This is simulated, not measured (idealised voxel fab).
This section sets out a process module, namely voxel lift off.
Displayed cross-section: cut, width of 220 nm, square cells sized 5 nm.
Bands, listed from the top down, are how a cross-section gets written in this document; the cross-section itself is a grid of square cells, and a band is one or more rows of them. Each band's line starts with the height of the band's top and of its bottom, in nm. Then come its materials from left to right, each with its width in nm. One material with "full width" fills the band from edge to edge. "empty" is empty space. Heights are expressed relative to 0, this being the level below which the as-received wafer comprises one material exclusively. The lowest band is unbounded in the downward direction and is denoted as in "top 0, no bottom". Width spec "30..40" -> top row of cells at first value, bottom row at second value, equal per-row change in between. The designation "no alteration", where it is given for a processing step, indicates that no cell of the cross-section was altered in the course of that step. "Enclosed void catalog" contains a list of empty spaces, each no smaller than 8 cells and without an open way to the top, written in the form width x height at distance with the distance from the left edge and all three in nm. Where a step's line continues beyond its settings, the continuation is a remark by the simulator itself on that step. overlay nm: mask right of planned place by this much (step with mask). Neg. = left.

Plan:
1) RECEIVE [material Si]
2) CONFORMAL_DEP [material SiN] [thk nm 15]
3) PATTERN [tone open] [mask id LINES] [material resist] [width nm 25] [pitch nm 40] [thk nm 20] [overlay nm 0]
4) DIRECTIONAL_DEP [material Ru] [thk nm 5]
5) STRIP [etch materials resist]
6) CONFORMAL_DEP [material SiN] [thk nm 5]

The first of a set of two wafers, run to plan:

Step 1 complete: cross-section of the wafer as received:
  top 0, no bottom  Si full width
  Enclosed void catalog: none

Once step 2 is through, the wafer looks like this in cross-section:
  top 15, bottom 0  SiN full width
  All layers under 0 are left as they were.

Once step 3 is through, the wafer looks like this in cross-section:
  top 35, bottom 15  55 nm resist; 25 nm empty; 15 nm resist; 25 nm empty; 15 nm resist; 25 nm empty; 60 nm resist
  All layers under 15 are left as they were.

Once step 4 is through, the wafer looks like this in cross-section:
  top 40, bottom 35  55 nm Ru; 25 nm empty; 15 nm Ru; 25 nm empty; 15 nm Ru; 25 nm empty; 60 nm Ru
  top 35, bottom 20  55 nm resist; 25 nm empty; 15 nm resist; 25 nm empty; 15 nm resist; 25 nm empty; 60 nm resist
  top 20, bottom 15  55 nm resist; 25 nm Ru; 15 nm resist; 25 nm Ru; 15 nm resist; 25 nm Ru; 60 nm resist
  All layers under 15 are left as they were.

Once step 5 is through, the wafer looks like this in cross-section:
  top 20, bottom 15  55 nm empty; 25 nm Ru; 15 nm empty; 25 nm Ru; 15 nm empty; 25 nm Ru; 60 nm empty
  All layers under 15 are left as they were.

Once step 6 is through, the wafer looks like this in cross-section:
  top 25, bottom 20  50 nm empty; 35 nm SiN; 5 nm empty; 35 nm SiN; 5 nm empty; 35 nm SiN; 55 nm empty
  top 20, bottom 15  55 nm SiN; 25 nm Ru; 15 nm SiN; 25 nm Ru; 15 nm SiN; 25 nm Ru; 60 nm SiN
  All layers under 15 are left as they were.

Second of two: same start, same plan, one run error; steps up to and including 2 match the first:

Here is the second wafer in cross-section at the point where step 3 of the plan should have been done:
  top 35, bottom 15  60 nm resist; 15 nm empty; 25 nm resist; 15 nm empty; 25 nm resist; 15 nm empty; 65 nm resist
  All layers under 15 are left as they were.

Here is the second wafer in cross-section at the point where step 4 of the plan should have been done:
  top 40, bottom 35  60 nm Ru; 15 nm empty; 25 nm Ru; 15 nm empty; 25 nm Ru; 15 nm empty; 65 nm Ru
  top 35, bottom 20  60 nm resist; 15 nm empty; 25 nm resist; 15 nm empty; 25 nm resist; 15 nm empty; 65 nm resist
  top 20, bottom 15  60 nm resist; 15 nm Ru; 25 nm resist; 15 nm Ru; 25 nm resist; 15 nm Ru; 65 nm resist
  All layers under 15 are left as they were.

Here is the second wafer in cross-section at the point where step 5 of the plan should have been done:
  top 20, bottom 15  60 nm empty; 15 nm Ru; 25 nm empty; 15 nm Ru; 25 nm empty; 15 nm Ru; 65 nm empty
  All layers under 15 are left as they were.

Here is the second wafer in cross-section at the point where step 6 of the plan should have been done:
  top 25, bottom 20  55 nm empty; 25 nm SiN; 15 nm empty; 25 nm SiN; 15 nm empty; 25 nm SiN; 60 nm empty
  top 20, bottom 15  60 nm SiN; 15 nm Ru; 25 nm SiN; 15 nm Ru; 25 nm SiN; 15 nm Ru; 65 nm SiN
  All layers under 15 are left as they were.
What broke from the plan during processing? step 3 ran with different settings than intended, the actual operation and settings being PATTERN [tone open] [mask id LINES] [material resist] [width nm 15] [pitch nm 40] [thk nm 20] [overlay nm 0]
End of process, cell counts, second wafer against first, materials with more or fewer: 6 fewer of Ru
